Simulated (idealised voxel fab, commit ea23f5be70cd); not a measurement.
Process module, titled voxel capacitor over wiring
The cross-section on display is named cut; it measures 295 nm wide, and its cells are 5 nm squares.
In this document a cross-section is written as a grid of square cells. It is given as a series of bands, listed from the top down, and a band is one or more rows of cells.
For a band, the entry starts with two heights in nm, that of the top and then that of the bottom, and carries on with the band's materials in order from left to right, each alongside its width in nm; the word "edge to edge" beside a single material means it fills the band edge to edge, and "air" means empty space.
The reference from which all heights are counted is 0, the level beneath which the as-received wafer is entirely one material; the lowest band, having no lower bound, proceeds downward and is written after the example "0 nm and below".
A width given as "30->40" starts at the first number in the band's top row and ends at the second number in its bottom row, shifting by an equal amount at every step from row to row.
Any step labelled "stayed the same" changed none of the cells in the cross-section.
Voids not open to the top, 8 cells minimum: see "Closed empty spaces". Written width x height at distance; distance is from the left edge; nm.
Text after the settings on a step's line: the simulator's own remark on that step.
You can add "overlay nm" to a step's line. For a step with a mask, it describes how far the mask lay to the right of its planned position, and a negative number describes a lay to the left.

Planned step list for the process:
1. RECEIVE, material Si
2. CONFORMAL_DEP, material SiO2, thk nm 10
3. CONFORMAL_DEP, material SiCN, thk nm 5
4. DIRECTIONAL_DEP, material SiO2, thk nm 15
5. DIRECTIONAL_DEP, material aC, thk nm 10
6. PATTERN, tone open, mask id METAL_1, material resist, width nm 20, pitch nm 80, thk nm 25, overlay nm 0
7. DIRECTIONAL_ETCH, etch materials aC, depth nm 10
8. STRIP, etch materials resist
9. DIRECTIONAL_ETCH, etch materials SiO2, depth nm 15
10. DIRECTIONAL_ETCH, etch materials SiCN, depth nm 5
11. STRIP, etch materials aC
12. CONFORMAL_DEP, material TiN, thk nm 5
13. FILL_DEP, material Cu, thk nm 10
14. CMP, height nm 30
15. CONFORMAL_DEP, material SiCN, thk nm 5
16. DIRECTIONAL_DEP, material lowk, thk nm 15
17. DIRECTIONAL_DEP, material aC, thk nm 10
18. PATTERN, tone open, mask id PLUG_1, material resist, width nm 15, thk nm 30, overlay nm 0
19. DIRECTIONAL_ETCH, etch materials aC, depth nm 10
20. STRIP, etch materials resist
21. DIRECTIONAL_ETCH, etch materials lowk, depth nm 15
22. DIRECTIONAL_ETCH, etch materials SiCN, depth nm 5
23. STRIP, etch materials aC
24. CONFORMAL_DEP, material TiN, thk nm 5
25. FILL_DEP, material Ru, thk nm 10
26. CMP, height nm 50
27. DIRECTIONAL_DEP, material TiN, thk nm 5
28. DIRECTIONAL_DEP, material SiN, thk nm 5
29. DIRECTIONAL_DEP, material TiN, thk nm 10
30. PATTERN, tone cover, mask id UPPER_PLATE, material resist, width nm 55, thk nm 15, overlay nm 0
31. DIRECTIONAL_ETCH, etch materials TiN, depth nm 10
32. DIRECTIONAL_ETCH, etch materials SiN, depth nm 5
33. STRIP, etch materials resist
34. DIRECTIONAL_DEP, material aC, thk nm 10
35. PATTERN, tone cover, mask id LOWER_PLATE, material resist, width nm 75, thk nm 25, overlay nm 0
36. DIRECTIONAL_ETCH, etch materials aC, depth nm 10
37. STRIP, etch materials resist
38. DIRECTIONAL_ETCH, etch materials TiN, depth nm 5
39. STRIP, etch materials aC
40. FILL_DEP, material SiO2, thk nm 20
41. CMP, height nm 85
42. PATTERN, tone open, mask id PLUG_2, material resist, width nm 15, thk nm 15, overlay nm 0
43. DIRECTIONAL_ETCH, etch materials SiO2, depth nm 15
44. STRIP, etch materials resist
45. CONFORMAL_DEP, material TiN, thk nm 5
46. FILL_DEP, material Ru, thk nm 5
47. CMP, height nm 85
48. CONFORMAL_DEP, material SiN, thk nm 5
Keep in mind the plan's value for the width nm of step 30 comes from the first wafer; the wafers don't share that setting, but they do share the same starting point.

As-received cross-section, first of several wafers, post step 1:
- 0 nm and below | Si edge to edge
- Closed empty spaces: none

wafer rows; end of module; cells per material since receipt: (+) gained, (-) lost; then closed voids:
width nm 55, +12 Cu, +5 Ru, +107 SiCN, +70 SiN, +627 SiO2, +73 TiN, +168 lowk, Closed empty spaces: none
width nm 60, +12 Cu, +5 Ru, +107 SiCN, +71 SiN, +624 SiO2, +75 TiN, +168 lowk, Closed empty spaces: none
width nm 65, +12 Cu, +5 Ru, +107 SiCN, +72 SiN, +621 SiO2, +77 TiN, +168 lowk, Closed empty spaces: none
width nm 70, +12 Cu, +5 Ru, +107 SiCN, +73 SiN, +618 SiO2, +79 TiN, +168 lowk, Closed empty spaces: none
width nm 75, +12 Cu, +5 Ru, +107 SiCN, +74 SiN, +615 SiO2, +81 TiN, +168 lowk, Closed empty spaces: none
width nm 80, +12 Cu, +5 Ru, +107 SiCN, +75 SiN, +612 SiO2, +83 TiN, +168 lowk, Closed empty spaces: none
